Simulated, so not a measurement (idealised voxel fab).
The following is a process module called voxel released beams.
Cross-sectional view cut (width: 220 nm; square cell size: 5 nm).
If you're reading a cross-section in this doc, picture square cells in a grid; it comes to you as bands, top ones listed first down to the bottom, and a band can be one or more rows of cells. The band entry comprises the height of the band's top followed by the height of its bottom, expressed in nm, and subsequently the band's materials from left to right, each stated together with its width in nm. Where a single material is marked with the word "throughout", that material fills the band from edge to edge. The word "empty" represents empty space. A quick word on heights: they are counted from 0, and under that level the wafer as it came to us is one material throughout. The lowest band is different from the rest in having no bottom; it simply continues downward, written as in "from 0 down". Note: "30 to 40" means the width goes from the first number (top row of the band) to the second number (bottom row) in equal steps per row of cells. Where the words "nothing different" appear for a step, the cross-section shows no cell changed by that step; every cell remained as before. Closed-off voids of 8+ cells (no open route to the top) go in "Enclosed void inventory", written width x height at distance from the left edge, in nm. If you see something after the settings on a step's line, that's the simulator's own remark about that step. Steps that use a mask can have "overlay nm" on their line. It says how far the mask sat to the right of where it was meant to be. Negative means to the left.

## The steps planned for the process are as follows
1 RECEIVE (material Si)
2 CONFORMAL_DEP (material SiN; thk nm 10)
3 DIRECTIONAL_DEP (material SiO2; thk nm 15)
4 MASKED_ETCH (tone open; mask id ANCHOR; width nm 45; etch materials SiO2; depth nm 5; overlay nm 0)
5 CONFORMAL_DEP (material TiN; thk nm 15)
6 PATTERN (tone cover; mask id BEAM; material resist; width nm 130; thk nm 20; overlay nm 0)
7 DIRECTIONAL_ETCH (etch materials TiN; depth nm 15)
8 STRIP (etch materials resist)
9 STRIP (etch materials SiO2)
For clarity, it should be stated that the wafers under discussion commence in an identical condition and differ with respect to the depth nm of step 4, the plan indicating the value that the first wafer had.

## As received, i.e. after step 1: cross-section through the first of several wafers
> from 0 down = Si throughout
> Enclosed void inventory: none

## First of several wafers: cross-section at the end of the module, after step 9, its last step
> from 10 to 0 = SiN throughout
> from 0 down = Si throughout
> Enclosed void inventory: none

## Cross-section of the last wafer at end of module
> from 40 to 25 = empty 40, then TiN 20, then empty 15, then TiN 95, then empty 50
> from 25 to 10 = empty 45, then TiN 45, then empty 130
> from 10 to 0 = SiN throughout
> from 0 down = Si throughout
> Enclosed void inventory: none

## Rows = wafers. At module end, each row lists per material the cells gained (+) or lost (-) since the wafer was received, then the closed voids
depth nm 5, +88 SiN, Enclosed void inventory: none
depth nm 10, +88 SiN, Enclosed void inventory: none
depth nm 15, +88 SiN, +96 TiN, Enclosed void inventory: none
depth nm 20, +88 SiN, +96 TiN, Enclosed void inventory: none
depth nm 25, +88 SiN, +96 TiN, Enclosed void inventory: none
depth nm 30, +88 SiN, +96 TiN, Enclosed void inventory: none
